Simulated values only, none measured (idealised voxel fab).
Presented below is a process module, voxel double patterning.
Section cut is 295 nm wide and gridded with 5 nm square cells.
The cross-sections in this document take the form of a grid made of square cells. They are written out as bands, in order from top to bottom. Each band consists of one or more rows of cells. The entry gives the band's vertical extent as a top height and a bottom height in nm, then its horizontal make-up as materials from left to right, each with a width in nm. "blank" stands for empty space; a single material marked "throughout" fills the band edge to edge. Ref level 0: as-received wafer is one material below here. Bottom band extends down with no lower bound ("0 down"). The width entry "30->40" should be interpreted row by row: the top row of cells in the band takes the first number, the bottom row takes the second number, and the change between adjacent rows is uniform throughout. Any step labelled "identical to before" changed none of the cells in the cross-section. Voids not open to the top, 8 cells minimum: see "Voids, sealed". Written width x height at distance; distance is from the left edge; nm. Note: text after step settings on the step line = simulator remark on that step. If you see "overlay nm" on a step's line and that step has a mask, it's telling you how far right of where it was planned the mask ended up; a negative number means it went left instead.
-- Listed below are the process steps as planned
1. RECEIVE [material Si]
2. CONFORMAL_DEP [material SiN] [thk nm 5]
3. DIRECTIONAL_DEP [material SiO2] [thk nm 10]
4. DIRECTIONAL_DEP [material SiCN] [thk nm 10]
5. MASKED_ETCH [tone open] [mask id FIRST] [width nm 15] [pitch nm 50] [etch materials SiCN] [depth nm 10] [overlay nm 0]
6. PATTERN [tone open] [mask id SECOND] [material resist] [width nm 15] [thk nm 15] [overlay nm 0]
7. DIRECTIONAL_ETCH [etch materials SiCN] [depth nm 10]
8. STRIP [etch materials resist]
9. DIRECTIONAL_ETCH [etch materials SiO2] [depth nm 10]
10. STRIP [etch materials SiCN]
-- Shown in cross-section is the wafer as received, that is, as it stands after step 1
* 0 down = Si throughout
* Voids, sealed: none
-- Cross-sectional result after module completion. Note: starting condition and plan are unchanged from above; one processing mistake was made
* 15 to 5 = 115 nm SiO2; 15 nm blank; 10 nm SiO2; 15 nm blank; 10 nm SiO2; 15 nm blank; 115 nm SiO2
* 5 to 0 = SiO2 throughout
* 0 down = Si throughout
* Voids, sealed: none
The mistake made against the process plan was this: planned and actual differ for step 2; actual: CONFORMAL_DEP [material SiO2] [thk nm 5]
